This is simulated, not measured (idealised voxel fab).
Proc. module: voxel transistor to metal
Section shown: cut. Width: 275 nm. Cell size: 5 nm, square.
Cross-section = grid of square cells, listed top down in bands; band = one or more rows.
The entry gives the band's vertical extent as a top height and a bottom height in nm, then its horizontal make-up as materials from left to right, each with a width in nm. "blank" stands for empty space; a single material marked "edge to edge" fills the band edge to edge.
The reference from which all heights are counted is 0, the level beneath which the as-received wafer is entirely one material; the lowest band, having no lower bound, proceeds downward and is written after the example "top 0, no bottom".
Think of "30..40" as a width that walks from the first number to the second as you go down the band, top row to bottom row, taking equal-sized steps from row to row.
Step marked "stayed the same"? Then no cell in the cross-section changed in it.
"Enclosed void listing" contains a list of empty spaces, each no smaller than 8 cells and without an open way to the top, written in the form width x height at distance with the distance from the left edge and all three in nm.
Past the settings on a step's line: simulator remark, on that step.
overlay nm, on a step with a mask: how far to the right of its planned place the mask lay; to the left if negative
So the way this works: pairs, before and after one process step. The after picture only goes down to the lowest band that actually changed, nothing below. Step and its settings are under each pair. And watch out, pairs might come from different runs of this module, same starting wafer though, so a pair only follows on from the one above if its "Before the step" entry tells you so.

# Before the step
> top 0, no bottom | Si edge to edge
> Enclosed void listing: none

# after
> top 5, bottom 0 | SiO2 edge to edge
> For the remainder of the cross-section, below 0, there is no change.
> Enclosed void listing: none
Step, before to after (see cross-sections above): CONFORMAL_DEP (material SiO2; thk nm 5)

Before the step: unchanged from the after cross-section in the pair immediately above; refer to that figure.

# after
> top 15, bottom 5 | SiN edge to edge
> For the remainder of the cross-section, below 5, there is no change.
> Enclosed void listing: none
Step, before to after (see cross-sections above): CONFORMAL_DEP (material SiN; thk nm 10)

Before the step: unchanged from the after cross-section in the pair immediately above; refer to that figure.

# after
> top 30, bottom 15 | aC edge to edge
> For the remainder of the cross-section, below 15, there is no change.
> Enclosed void listing: none
Step, before to after (see cross-sections above): DIRECTIONAL_DEP (material aC; thk nm 15)

Before the step: unchanged from the after cross-section in the pair immediately above; refer to that figure.

# after
> top 65, bottom 30 | blank 40 nm, resist 85 nm, blank 25 nm, resist 85 nm, blank 40 nm
> For the remainder of the cross-section, below 30, there is no change.
> Enclosed void listing: none
Step, before to after (see cross-sections above): PATTERN (tone cover; mask id ACTIVE; material resist; width nm 85; pitch nm 110; thk nm 35; overlay nm 0)

Before the step: unchanged from the after cross-section in the pair immediately above; refer to that figure.

# after
> top 50, bottom 30 | blank 40 nm, resist 85 nm, blank 25 nm, resist 85 nm, blank 40 nm
> top 30, bottom 15 | blank 40 nm, aC 85 nm, blank 25 nm, aC 85 nm, blank 40 nm
> For the remainder of the cross-section, below 15, there is no change.
> Enclosed void listing: none
Step, before to after (see cross-sections above): DIRECTIONAL_ETCH (etch materials aC; depth nm 15)

Before the step: unchanged from the after cross-section in the pair immediately above; refer to that figure.

# after
> top 30, bottom 15 | blank 40 nm, aC 85 nm, blank 25 nm, aC 85 nm, blank 40 nm
> For the remainder of the cross-section, below 15, there is no change.
> Enclosed void listing: none
Step, before to after (see cross-sections above): STRIP (etch materials resist)

Before the step: unchanged from the after cross-section in the pair immediately above; refer to that figure.

# after
> top 30, bottom 15 | blank 40 nm, aC 85 nm, blank 25 nm, aC 85 nm, blank 40 nm
> top 15, bottom 5 | blank 40 nm, SiN 85 nm, blank 25 nm, SiN 85 nm, blank 40 nm
> For the remainder of the cross-section, below 5, there is no change.
> Enclosed void listing: none
Step, before to after (see cross-sections above): DIRECTIONAL_ETCH (etch materials SiN; depth nm 10)

Before the step: unchanged from the after cross-section in the pair immediately above; refer to that figure.

# after
> top 30, bottom 15 | blank 40 nm, aC 85 nm, blank 25 nm, aC 85 nm, blank 40 nm
> top 15, bottom 5 | blank 40 nm, SiN 85 nm, blank 25 nm, SiN 85 nm, blank 40 nm
> top 5, bottom 0 | blank 40 nm, SiO2 85 nm, blank 25 nm, SiO2 85 nm, blank 40 nm
> For the remainder of the cross-section, below 0, there is no change.
> Enclosed void listing: none
Step, before to after (see cross-sections above): DIRECTIONAL_ETCH (etch materials SiO2; depth nm 5)

Before the step: unchanged from the after cross-section in the pair immediately above; refer to that figure.

# after
> top 30, bottom 15 | blank 40 nm, aC 85 nm, blank 25 nm, aC 85 nm, blank 40 nm
> top 15, bottom 5 | blank 40 nm, SiN 85 nm, blank 25 nm, SiN 85 nm, blank 40 nm
> top 5, bottom 0 | blank 40 nm, SiO2 85 nm, blank 25 nm, SiO2 85 nm, blank 40 nm
> top 0, bottom -25 | blank 40 nm, Si 85 nm, blank 25 nm, Si 85 nm, blank 40 nm
> For the remainder of the cross-section, below -25, there is no change.
> Enclosed void listing: none
Step, before to after (see cross-sections above): DIRECTIONAL_ETCH (etch materials Si; depth nm 25)

Before the step: unchanged from the after cross-section in the pair immediately above; refer to that figure.

# after
> top 15, bottom 5 | blank 40 nm, SiN 85 nm, blank 25 nm, SiN 85 nm, blank 40 nm
> For the remainder of the cross-section, below 5, there is no change.
> Enclosed void listing: none
Step, before to after (see cross-sections above): STRIP (etch materials aC)

Before the step: unchanged from the after cross-section in the pair immediately above; refer to that figure.

# after
> top 20, bottom 15 | SiO2 edge to edge
> top 15, bottom 5 | SiO2 40 nm, SiN 85 nm, SiO2 25 nm, SiN 85 nm, SiO2 40 nm
> top 5, bottom 0 | SiO2 edge to edge
> top 0, bottom -25 | SiO2 40 nm, Si 85 nm, SiO2 25 nm, Si 85 nm, SiO2 40 nm
> For the remainder of the cross-section, below -25, there is no change.
> Enclosed void listing: none
Step, before to after (see cross-sections above): FILL_DEP (material SiO2; thk nm 5)

Before the step: unchanged from the after cross-section in the pair immediately above; refer to that figure.

# after
> top 15, bottom 5 | SiO2 40 nm, SiN 85 nm, SiO2 25 nm, SiN 85 nm, SiO2 40 nm
> For the remainder of the cross-section, below 5, there is no change.
> Enclosed void listing: none
Step, before to after (see cross-sections above): CMP (height nm 15)

Before the step: unchanged from the after cross-section in the pair immediately above; refer to that figure.

# after
> top 15, bottom 10 | blank 40 nm, SiN 85 nm, blank 25 nm, SiN 85 nm, blank 40 nm
> For the remainder of the cross-section, below 10, there is no change.
> Enclosed void listing: none
Step, before to after (see cross-sections above): SELECTIVE_ETCH (etch materials SiO2; depth nm 5)

Before the step: unchanged from the after cross-section in the pair immediately above; refer to that figure.

# after
> top 10, bottom 5 | SiO2 40 nm, blank 85 nm, SiO2 25 nm, blank 85 nm, SiO2 40 nm
> For the remainder of the cross-section, below 5, there is no change.
> Enclosed void listing: none
Step, before to after (see cross-sections above): STRIP (etch materials SiN)

Before the step: unchanged from the after cross-section in the pair immediately above; refer to that figure.

# after
> top 5, bottom 0 | SiO2 35 nm, blank 95 nm, SiO2 15 nm, blank 95 nm, SiO2 35 nm
> For the remainder of the cross-section, below 0, there is no change.
> Enclosed void listing: none
Step, before to after (see cross-sections above): SELECTIVE_ETCH (etch materials SiO2; depth nm 5)

Before the step: unchanged from the after cross-section in the pair immediately above; refer to that figure.

# after
> top 5, bottom 0 | SiO2 35 nm, blank 95 nm, SiO2 15 nm, blank 95 nm, SiO2 35 nm
> top 0, bottom -5 | SiO2 edge to edge
> For the remainder of the cross-section, below -5, there is no change.
> Enclosed void listing: none
Step, before to after (see cross-sections above): OXIDIZE (depth nm 5)

Before the step: unchanged from the after cross-section in the pair immediately above; refer to that figure.

# after
> top 35, bottom 30 | polySi 35 nm, blank 95 nm, polySi 15 nm, blank 95 nm, polySi 35 nm
> top 30, bottom 5 | polySi edge to edge
> top 5, bottom 0 | SiO2 35 nm, polySi 95 nm, SiO2 15 nm, polySi 95 nm, SiO2 35 nm
> For the remainder of the cross-section, below 0, there is no change.
> Enclosed void listing: none
Step, before to after (see cross-sections above): DIRECTIONAL_DEP (material polySi; thk nm 30)

Before the step: unchanged from the after cross-section in the pair immediately above; refer to that figure.

# after
> top 45, bottom 40 | SiCN 35 nm, blank 95 nm, SiCN 15 nm, blank 95 nm, SiCN 35 nm
> top 40, bottom 35 | SiCN edge to edge
> top 35, bottom 30 | polySi 35 nm, SiCN 95 nm, polySi 15 nm, SiCN 95 nm, polySi 35 nm
> For the remainder of the cross-section, below 30, there is no change.
> Enclosed void listing: none
Step, before to after (see cross-sections above): DIRECTIONAL_DEP (material SiCN; thk nm 10)

Before the step: unchanged from the after cross-section in the pair immediately above; refer to that figure.

# after
> top 40, bottom 35 | blank 75 nm, SiCN 15 nm, blank 95 nm, SiCN 15 nm, blank 75 nm
> top 35, bottom 30 | polySi 35 nm, blank 40 nm, SiCN 15 nm, blank 40 nm, polySi 15 nm, blank 40 nm, SiCN 15 nm, blank 40 nm, polySi 35 nm
> For the remainder of the cross-section, below 30, there is no change.
> Enclosed void listing: none
Step, before to after (see cross-sections above): MASKED_ETCH (tone cover; mask id GATE; width nm 15; pitch nm 110; etch materials SiCN; depth nm 20; overlay nm 0)

Before the step: unchanged from the after cross-section in the pair immediately above; refer to that figure.

# after
> top 40, bottom 30 | blank 75 nm, SiCN 15 nm, blank 95 nm, SiCN 15 nm, blank 75 nm
> top 30, bottom 5 | blank 75 nm, polySi 15 nm, blank 95 nm, polySi 15 nm, blank 75 nm
> top 5, bottom 0 | SiO2 35 nm, blank 40 nm, polySi 15 nm, blank 40 nm, SiO2 15 nm, blank 40 nm, polySi 15 nm, blank 40 nm, SiO2 35 nm
> For the remainder of the cross-section, below 0, there is no change.
> Enclosed void listing: none
Step, before to after (see cross-sections above): MASKED_ETCH (tone cover; mask id GATE; width nm 15; pitch nm 110; etch materials polySi; depth nm 40; overlay nm 0)

Before the step: unchanged from the after cross-section in the pair immediately above; refer to that figure.

# after
> top 50, bottom 40 | blank 65 nm, SiN 35 nm, blank 75 nm, SiN 35 nm, blank 65 nm
> top 40, bottom 30 | blank 65 nm, SiN 10 nm, SiCN 15 nm, SiN 10 nm, blank 75 nm, SiN 10 nm, SiCN 15 nm, SiN 10 nm, blank 65 nm
> top 30, bottom 15 | blank 65 nm, SiN 10 nm, polySi 15 nm, SiN 10 nm, blank 75 nm, SiN 10 nm, polySi 15 nm, SiN 10 nm, blank 65 nm
> top 15, bottom 10 | SiN 45 nm, blank 20 nm, SiN 10 nm, polySi 15 nm, SiN 10 nm, blank 20 nm, SiN 35 nm, blank 20 nm, SiN 10 nm, polySi 15 nm, SiN 10 nm, blank 20 nm, SiN 45 nm
> top 10, bottom 5 | SiN 75 nm, polySi 15 nm, SiN 95 nm, polySi 15 nm, SiN 75 nm
> top 5, bottom 0 | SiO2 35 nm, SiN 40 nm, polySi 15 nm, SiN 40 nm, SiO2 15 nm, SiN 40 nm, polySi 15 nm, SiN 40 nm, SiO2 35 nm
> For the remainder of the cross-section, below 0, there is no change.
> Enclosed void listing: none
Step, before to after (see cross-sections above): CONFORMAL_DEP (material SiN; thk nm 10)

Before the step: unchanged from the after cross-section in the pair immediately above; refer to that figure.

# after
> top 40, bottom 30 | blank 65 nm, SiN 10 nm, SiCN 15 nm, SiN 10 nm, blank 75 nm, SiN 10 nm, SiCN 15 nm, SiN 10 nm, blank 65 nm
> top 30, bottom 5 | blank 65 nm, SiN 10 nm, polySi 15 nm, SiN 10 nm, blank 75 nm, SiN 10 nm, polySi 15 nm, SiN 10 nm, blank 65 nm
> top 5, bottom 0 | SiO2 35 nm, SiN 10 nm, blank 20 nm, SiN 10 nm, polySi 15 nm, SiN 10 nm, blank 20 nm, SiN 10 nm, SiO2 15 nm, SiN 10 nm, blank 20 nm, SiN 10 nm, polySi 15 nm, SiN 10 nm, blank 20 nm, SiN 10 nm, SiO2 35 nm
> For the remainder of the cross-section, below 0, there is no change.
> Enclosed void listing: none
Step, before to after (see cross-sections above): DIRECTIONAL_ETCH (etch materials SiN; depth nm 10)

Before the step: unchanged from the after cross-section in the pair immediately above; refer to that figure.

# after
> top 40, bottom 30 | blank 65 nm, SiN 10 nm, SiCN 15 nm, SiN 10 nm, blank 75 nm, SiN 10 nm, SiCN 15 nm, SiN 10 nm, blank 65 nm
> top 30, bottom 5 | blank 65 nm, SiN 10 nm, polySi 15 nm, SiN 10 nm, blank 75 nm, SiN 10 nm, polySi 15 nm, SiN 10 nm, blank 65 nm
> top 5, bottom 0 | blank 35 nm, SiN 10 nm, blank 20 nm, SiN 10 nm, polySi 15 nm, SiN 10 nm, blank 20 nm, SiN 10 nm, blank 15 nm, SiN 10 nm, blank 20 nm, SiN 10 nm, polySi 15 nm, SiN 10 nm, blank 20 nm, SiN 10 nm, blank 35 nm
> top 0, bottom -5 | SiO2 45 nm, blank 20 nm, SiO2 35 nm, blank 20 nm, SiO2 35 nm, blank 20 nm, SiO2 35 nm, blank 20 nm, SiO2 45 nm
> For the remainder of the cross-section, below -5, there is no change.
> Enclosed void listing: none
Step, before to after (see cross-sections above): DIRECTIONAL_ETCH (etch materials SiO2; depth nm 5)

Before the step: unchanged from the after cross-section in the pair immediately above; refer to that figure.

# after
> top 40, bottom 30 | blank 65 nm, SiN 10 nm, SiCN 15 nm, SiN 10 nm, blank 75 nm, SiN 10 nm, SiCN 15 nm, SiN 10 nm, blank 65 nm
> top 30, bottom 5 | blank 65 nm, SiN 10 nm, polySi 15 nm, SiN 10 nm, blank 75 nm, SiN 10 nm, polySi 15 nm, SiN 10 nm, blank 65 nm
> top 5, bottom 0 | blank 35 nm, SiN 10 nm, blank 20 nm, SiN 10 nm, polySi 15 nm, SiN 10 nm, blank 20 nm, SiN 10 nm, blank 15 nm, SiN 10 nm, blank 20 nm, SiN 10 nm, polySi 15 nm, SiN 10 nm, blank 20 nm, SiN 10 nm, blank 35 nm
> top 0, bottom -5 | SiO2 45 nm, blank 20 nm, SiO2 35 nm, blank 20 nm, SiO2 35 nm, blank 20 nm, SiO2 35 nm, blank 20 nm, SiO2 45 nm
> top -5, bottom -20 | SiO2 40 nm, Si 5 nm, blank 20 nm, Si 35 nm, blank 20 nm, Si 5 nm, SiO2 25 nm, Si 5 nm, blank 20 nm, Si 35 nm, blank 20 nm, Si 5 nm, SiO2 40 nm
> For the remainder of the cross-section, below -20, there is no change.
> Enclosed void listing: none
Step, before to after (see cross-sections above): DIRECTIONAL_ETCH (etch materials Si; depth nm 15)

Before the step: unchanged from the after cross-section in the pair immediately above; refer to that figure.

# after
> top 40, bottom 30 | blank 65 nm, SiN 10 nm, SiCN 15 nm, SiN 10 nm, blank 75 nm, SiN 10 nm, SiCN 15 nm, SiN 10 nm, blank 65 nm
> top 30, bottom 15 | blank 65 nm, SiN 10 nm, polySi 15 nm, SiN 10 nm, blank 75 nm, SiN 10 nm, polySi 15 nm, SiN 10 nm, blank 65 nm
> top 15, bottom 5 | blank 35 nm, nSi 30 nm, SiN 10 nm, polySi 15 nm, SiN 10 nm, nSi 30 nm, blank 15 nm, nSi 30 nm, SiN 10 nm, polySi 15 nm, SiN 10 nm, nSi 30 nm, blank 35 nm
> top 5, bottom 0 | blank 35 nm, SiN 10 nm, nSi 20 nm, SiN 10 nm, polySi 15 nm, SiN 10 nm, nSi 20 nm, SiN 10 nm, blank 15 nm, SiN 10 nm, nSi 20 nm, SiN 10 nm, polySi 15 nm, SiN 10 nm, nSi 20 nm, SiN 10 nm, blank 35 nm
> top 0, bottom -5 | SiO2 45 nm, nSi 20 nm, SiO2 35 nm, nSi 20 nm, SiO2 35 nm, nSi 20 nm, SiO2 35 nm, nSi 20 nm, SiO2 45 nm
> top -5, bottom -20 | SiO2 40 nm, Si 5 nm, nSi 20 nm, Si 35 nm, nSi 20 nm, Si 5 nm, SiO2 25 nm, Si 5 nm, nSi 20 nm, Si 35 nm, nSi 20 nm, Si 5 nm, SiO2 40 nm
> For the remainder of the cross-section, below -20, there is no change.
> Enclosed void listing: none
Step, before to after (see cross-sections above): EPI (material nSi; thk nm 20)

Before the step: unchanged from the after cross-section in the pair immediately above; refer to that figure.

# after
> top 50, bottom 40 | SiO2 edge to edge
> top 40, bottom 30 | SiO2 65 nm, SiN 10 nm, SiCN 15 nm, SiN 10 nm, SiO2 75 nm, SiN 10 nm, SiCN 15 nm, SiN 10 nm, SiO2 65 nm
> top 30, bottom 15 | SiO2 65 nm, SiN 10 nm, polySi 15 nm, SiN 10 nm, SiO2 75 nm, SiN 10 nm, polySi 15 nm, SiN 10 nm, SiO2 65 nm
> top 15, bottom 5 | SiO2 35 nm, nSi 30 nm, SiN 10 nm, polySi 15 nm, SiN 10 nm, nSi 30 nm, SiO2 15 nm, nSi 30 nm, SiN 10 nm, polySi 15 nm, SiN 10 nm, nSi 30 nm, SiO2 35 nm
> top 5, bottom 0 | SiO2 35 nm, SiN 10 nm, nSi 20 nm, SiN 10 nm, polySi 15 nm, SiN 10 nm, nSi 20 nm, SiN 10 nm, SiO2 15 nm, SiN 10 nm, nSi 20 nm, SiN 10 nm, polySi 15 nm, SiN 10 nm, nSi 20 nm, SiN 10 nm, SiO2 35 nm
> For the remainder of the cross-section, below 0, there is no change.
> Enclosed void listing: none
Step, before to after (see cross-sections above): FILL_DEP (material SiO2; thk nm 10)

Before the step: unchanged from the after cross-section in the pair immediately above; refer to that figure.

# after
> top 40, bottom 30 | SiO2 65 nm, SiN 10 nm, SiCN 15 nm, SiN 10 nm, SiO2 75 nm, SiN 10 nm, SiCN 15 nm, SiN 10 nm, SiO2 65 nm
> For the remainder of the cross-section, below 30, there is no change.
> Enclosed void listing: none
Step, before to after (see cross-sections above): CMP (height nm 40)

Before the step: unchanged from the after cross-section in the pair immediately above; refer to that figure.

# after
> top 55, bottom 40 | SiO2 edge to edge
> For the remainder of the cross-section, below 40, there is no change.
> Enclosed void listing: none
Step, before to after (see cross-sections above): DIRECTIONAL_DEP (material SiO2; thk nm 15)

Before the step: unchanged from the after cross-section in the pair immediately above; refer to that figure.

# after
> top 75, bottom 55 | resist 45 nm, blank 25 nm, resist 25 nm, blank 25 nm, resist 35 nm, blank 25 nm, resist 25 nm, blank 25 nm, resist 45 nm
> For the remainder of the cross-section, below 55, there is no change.
> Enclosed void listing: none
Step, before to after (see cross-sections above): PATTERN (tone open; mask id CONTACT; material resist; width nm 25; thk nm 20; overlay nm 0)

Before the step: unchanged from the after cross-section in the pair immediately above; refer to that figure.

# after
> top 75, bottom 55 | resist 45 nm, blank 25 nm, resist 25 nm, blank 25 nm, resist 35 nm, blank 25 nm, resist 25 nm, blank 25 nm, resist 45 nm
> top 55, bottom 40 | SiO2 45 nm, blank 25 nm, SiO2 25 nm, blank 25 nm, SiO2 35 nm, blank 25 nm, SiO2 25 nm, blank 25 nm, SiO2 45 nm
> top 40, bottom 30 | SiO2 45 nm, blank 20 nm, SiN 10 nm, SiCN 15 nm, SiN 10 nm, blank 20 nm, SiO2 35 nm, blank 20 nm, SiN 10 nm, SiCN 15 nm, SiN 10 nm, blank 20 nm, SiO2 45 nm
> top 30, bottom 15 | SiO2 45 nm, blank 20 nm, SiN 10 nm, polySi 15 nm, SiN 10 nm, blank 20 nm, SiO2 35 nm, blank 20 nm, SiN 10 nm, polySi 15 nm, SiN 10 nm, blank 20 nm, SiO2 45 nm
> For the remainder of the cross-section, below 15, there is no change.
> Enclosed void listing: none
Step, before to after (see cross-sections above): DIRECTIONAL_ETCH (etch materials SiO2; depth nm 40)

Before the step: unchanged from the after cross-section in the pair immediately above; refer to that figure.

# after
> top 55, bottom 40 | SiO2 45 nm, blank 25 nm, SiO2 25 nm, blank 25 nm, SiO2 35 nm, blank 25 nm, SiO2 25 nm, blank 25 nm, SiO2 45 nm
> For the remainder of the cross-section, below 40, there is no change.
> Enclosed void listing: none
Step, before to after (see cross-sections above): STRIP (etch materials resist)

Before the step: unchanged from the after cross-section in the pair immediately above; refer to that figure.

# after
> top 60, bottom 55 | TiN 50 nm, blank 15 nm, TiN 35 nm, blank 15 nm, TiN 45 nm, blank 15 nm, TiN 35 nm, blank 15 nm, TiN 50 nm
> top 55, bottom 45 | SiO2 45 nm, TiN 5 nm, blank 15 nm, TiN 5 nm, SiO2 25 nm, TiN 5 nm, blank 15 nm, TiN 5 nm, SiO2 35 nm, TiN 5 nm, blank 15 nm, TiN 5 nm, SiO2 25 nm, TiN 5 nm, blank 15 nm, TiN 5 nm, SiO2 45 nm
> top 45, bottom 40 | SiO2 45 nm, TiN 5 nm, blank 10 nm, TiN 10 nm, SiO2 25 nm, TiN 10 nm, blank 10 nm, TiN 5 nm, SiO2 35 nm, TiN 5 nm, blank 10 nm, TiN 10 nm, SiO2 25 nm, TiN 10 nm, blank 10 nm, TiN 5 nm, SiO2 45 nm
> top 40, bottom 30 | SiO2 45 nm, TiN 5 nm, blank 10 nm, TiN 5 nm, SiN 10 nm, SiCN 15 nm, SiN 10 nm, TiN 5 nm, blank 10 nm, TiN 5 nm, SiO2 35 nm, TiN 5 nm, blank 10 nm, TiN 5 nm, SiN 10 nm, SiCN 15 nm, SiN 10 nm, TiN 5 nm, blank 10 nm, TiN 5 nm, SiO2 45 nm
> top 30, bottom 20 | SiO2 45 nm, TiN 5 nm, blank 10 nm, TiN 5 nm, SiN 10 nm, polySi 15 nm, SiN 10 nm, TiN 5 nm, blank 10 nm, TiN 5 nm, SiO2 35 nm, TiN 5 nm, blank 10 nm, TiN 5 nm, SiN 10 nm, polySi 15 nm, SiN 10 nm, TiN 5 nm, blank 10 nm, TiN 5 nm, SiO2 45 nm
> top 20, bottom 15 | SiO2 45 nm, TiN 20 nm, SiN 10 nm, polySi 15 nm, SiN 10 nm, TiN 20 nm, SiO2 35 nm, TiN 20 nm, SiN 10 nm, polySi 15 nm, SiN 10 nm, TiN 20 nm, SiO2 45 nm
> For the remainder of the cross-section, below 15, there is no change.
> Enclosed void listing: none
Step, before to after (see cross-sections above): CONFORMAL_DEP (material TiN; thk nm 5)

Before the step: unchanged from the after cross-section in the pair immediately above; refer to that figure.

# after
> top 65, bottom 60 | W edge to edge
> top 60, bottom 55 | TiN 50 nm, W 15 nm, TiN 35 nm, W 15 nm, TiN 45 nm, W 15 nm, TiN 35 nm, W 15 nm, TiN 50 nm
> top 55, bottom 45 | SiO2 45 nm, TiN 5 nm, W 15 nm, TiN 5 nm, SiO2 25 nm, TiN 5 nm, W 15 nm, TiN 5 nm, SiO2 35 nm, TiN 5 nm, W 15 nm, TiN 5 nm, SiO2 25 nm, TiN 5 nm, W 15 nm, TiN 5 nm, SiO2 45 nm
> top 45, bottom 40 | SiO2 45 nm, TiN 5 nm, W 10 nm, TiN 10 nm, SiO2 25 nm, TiN 10 nm, W 10 nm, TiN 5 nm, SiO2 35 nm, TiN 5 nm, W 10 nm, TiN 10 nm, SiO2 25 nm, TiN 10 nm, W 10 nm, TiN 5 nm, SiO2 45 nm
> top 40, bottom 30 | SiO2 45 nm, TiN 5 nm, W 10 nm, TiN 5 nm, SiN 10 nm, SiCN 15 nm, SiN 10 nm, TiN 5 nm, W 10 nm, TiN 5 nm, SiO2 35 nm, TiN 5 nm, W 10 nm, TiN 5 nm, SiN 10 nm, SiCN 15 nm, SiN 10 nm, TiN 5 nm, W 10 nm, TiN 5 nm, SiO2 45 nm
> top 30, bottom 20 | SiO2 45 nm, TiN 5 nm, W 10 nm, TiN 5 nm, SiN 10 nm, polySi 15 nm, SiN 10 nm, TiN 5 nm, W 10 nm, TiN 5 nm, SiO2 35 nm, TiN 5 nm, W 10 nm, TiN 5 nm, SiN 10 nm, polySi 15 nm, SiN 10 nm, TiN 5 nm, W 10 nm, TiN 5 nm, SiO2 45 nm
> For the remainder of the cross-section, below 20, there is no change.
> Enclosed void listing: none
Step, before to after (see cross-sections above): FILL_DEP (material W; thk nm 5)

Before the step: unchanged from the after cross-section in the pair immediately above; refer to that figure.

# after
> top 55, bottom 45 | SiO2 45 nm, TiN 5 nm, W 15 nm, TiN 5 nm, SiO2 25 nm, TiN 5 nm, W 15 nm, TiN 5 nm, SiO2 35 nm, TiN 5 nm, W 15 nm, TiN 5 nm, SiO2 25 nm, TiN 5 nm, W 15 nm, TiN 5 nm, SiO2 45 nm
> For the remainder of the cross-section, below 45, there is no change.
> Enclosed void listing: none
Step, before to after (see cross-sections above): CMP (height nm 55)

Before the step: unchanged from the after cross-section in the pair immediately above; refer to that figure.

# after
> top 60, bottom 55 | TiN edge to edge
> For the remainder of the cross-section, below 55, there is no change.
> Enclosed void listing: none
Step, before to after (see cross-sections above): DIRECTIONAL_DEP (material TiN; thk nm 5)

Before the step: unchanged from the after cross-section in the pair immediately above; refer to that figure.

# after
> top 85, bottom 60 | Ru edge to edge
> For the remainder of the cross-section, below 60, there is no change.
> Enclosed void listing: none
Step, before to after (see cross-sections above): DIRECTIONAL_DEP (material Ru; thk nm 25)

Before the step: unchanged from the after cross-section in the pair immediately above; refer to that figure.

# after
> top 85, bottom 60 | blank 45 nm, Ru 15 nm, blank 45 nm, Ru 15 nm, blank 35 nm, Ru 15 nm, blank 45 nm, Ru 15 nm, blank 45 nm
> For the remainder of the cross-section, below 60, there is no change.
> Enclosed void listing: none
Step, before to after (see cross-sections above): MASKED_ETCH (tone cover; mask id METAL_1; width nm 15; etch materials Ru; depth nm 25; overlay nm 0)

Before the step: unchanged from the after cross-section in the pair immediately above; refer to that figure.

# after
> top 85, bottom 60 | blank 45 nm, Ru 15 nm, blank 45 nm, Ru 15 nm, blank 35 nm, Ru 15 nm, blank 45 nm, Ru 15 nm, blank 45 nm
> top 60, bottom 55 | blank 45 nm, TiN 15 nm, blank 45 nm, TiN 15 nm, blank 35 nm, TiN 15 nm, blank 45 nm, TiN 15 nm, blank 45 nm
> For the remainder of the cross-section, below 55, there is no change.
> Enclosed void listing: none
Step, before to after (see cross-sections above): MASKED_ETCH (tone cover; mask id METAL_1; width nm 15; etch materials TiN; depth nm 5; overlay nm 0)

Before the step: unchanged from the after cross-section in the pair immediately above; refer to that figure.

# after
> top 90, bottom 85 | blank 40 nm, SiCN 25 nm, blank 35 nm, SiCN 25 nm, blank 25 nm, SiCN 25 nm, blank 35 nm, SiCN 25 nm, blank 40 nm
> top 85, bottom 60 | blank 40 nm, SiCN 5 nm, Ru 15 nm, SiCN 5 nm, blank 35 nm, SiCN 5 nm, Ru 15 nm, SiCN 5 nm, blank 25 nm, SiCN 5 nm, Ru 15 nm, SiCN 5 nm, blank 35 nm, SiCN 5 nm, Ru 15 nm, SiCN 5 nm, blank 40 nm
> top 60, bottom 55 | SiCN 45 nm, TiN 15 nm, SiCN 45 nm, TiN 15 nm, SiCN 35 nm, TiN 15 nm, SiCN 45 nm, TiN 15 nm, SiCN 45 nm
> For the remainder of the cross-section, below 55, there is no change.
> Enclosed void listing: none
Step, before to after (see cross-sections above): CONFORMAL_DEP (material SiCN; thk nm 5)

Before the step: unchanged from the after cross-section in the pair immediately above; refer to that figure.

# after
> top 95, bottom 90 | SiO2 edge to edge
> top 90, bottom 85 | SiO2 40 nm, SiCN 25 nm, SiO2 35 nm, SiCN 25 nm, SiO2 25 nm, SiCN 25 nm, SiO2 35 nm, SiCN 25 nm, SiO2 40 nm
> top 85, bottom 60 | SiO2 40 nm, SiCN 5 nm, Ru 15 nm, SiCN 5 nm, SiO2 35 nm, SiCN 5 nm, Ru 15 nm, SiCN 5 nm, SiO2 25 nm, SiCN 5 nm, Ru 15 nm, SiCN 5 nm, SiO2 35 nm, SiCN 5 nm, Ru 15 nm, SiCN 5 nm, SiO2 40 nm
> For the remainder of the cross-section, below 60, there is no change.
> Enclosed void listing: none
Step, before to after (see cross-sections above): FILL_DEP (material SiO2; thk nm 5)

Before the step: unchanged from the after cross-section in the pair immediately above; refer to that figure.

# after
> top 85, bottom 60 | SiO2 40 nm, SiCN 5 nm, Ru 15 nm, SiCN 5 nm, SiO2 35 nm, SiCN 5 nm, Ru 15 nm, SiCN 5 nm, SiO2 25 nm, SiCN 5 nm, Ru 15 nm, SiCN 5 nm, SiO2 35 nm, SiCN 5 nm, Ru 15 nm, SiCN 5 nm, SiO2 40 nm
> For the remainder of the cross-section, below 60, there is no change.
> Enclosed void listing: none
Step, before to after (see cross-sections above): CMP (height nm 85)

Before the step: unchanged from the after cross-section in the pair immediately above; refer to that figure.

# after
> top 90, bottom 85 | SiCN edge to edge
> For the remainder of the cross-section, below 85, there is no change.
> Enclosed void listing: none
Step, before to after (see cross-sections above): CONFORMAL_DEP (material SiCN; thk nm 5)

Before the step: unchanged from the after cross-section in the pair immediately above; refer to that figure.

# after
> top 120, bottom 90 | SiO2 edge to edge
> For the remainder of the cross-section, below 90, there is no change.
> Enclosed void listing: none
Step, before to after (see cross-sections above): DIRECTIONAL_DEP (material SiO2; thk nm 30)

Before the step: unchanged from the after cross-section in the pair immediately above; refer to that figure.

# after
> top 135, bottom 120 | aC edge to edge
> For the remainder of the cross-section, below 120, there is no change.
> Enclosed void listing: none
Step, before to after (see cross-sections above): DIRECTIONAL_DEP (material aC; thk nm 15)

Before the step: unchanged from the after cross-section in the pair immediately above; refer to that figure.

# after
> top 165, bottom 135 | resist 45 nm, blank 15 nm, resist 95 nm, blank 15 nm, resist 105 nm
> For the remainder of the cross-section, below 135, there is no change.
> Enclosed void listing: none
Step, before to after (see cross-sections above): PATTERN (tone open; mask id METAL_2; material resist; width nm 15; pitch nm 110; thk nm 30; overlay nm 0)

Before the step: unchanged from the after cross-section in the pair immediately above; refer to that figure.

# after
> top 150, bottom 135 | resist 45 nm, blank 15 nm, resist 95 nm, blank 15 nm, resist 105 nm
> top 135, bottom 120 | aC 45 nm, blank 15 nm, aC 95 nm, blank 15 nm, aC 105 nm
> For the remainder of the cross-section, below 120, there is no change.
> Enclosed void listing: none
Step, before to after (see cross-sections above): DIRECTIONAL_ETCH (etch materials aC; depth nm 15)

Before the step: unchanged from the after cross-section in the pair immediately above; refer to that figure.

# after
> top 135, bottom 120 | aC 45 nm, blank 15 nm, aC 95 nm, blank 15 nm, aC 105 nm
> For the remainder of the cross-section, below 120, there is no change.
> Enclosed void listing: none
Step, before to after (see cross-sections above): STRIP (etch materials resist)

Before the step: unchanged from the after cross-section in the pair immediately above; refer to that figure.

# after
> top 135, bottom 120 | aC 45 nm, blank 15 nm, aC 95 nm, blank 15 nm, aC 105 nm
> top 120, bottom 105 | SiO2 45 nm, blank 15 nm, SiO2 95 nm, blank 15 nm, SiO2 105 nm
> For the remainder of the cross-section, below 105, there is no change.
> Enclosed void listing: none
Step, before to after (see cross-sections above): DIRECTIONAL_ETCH (etch materials SiO2; depth nm 15)
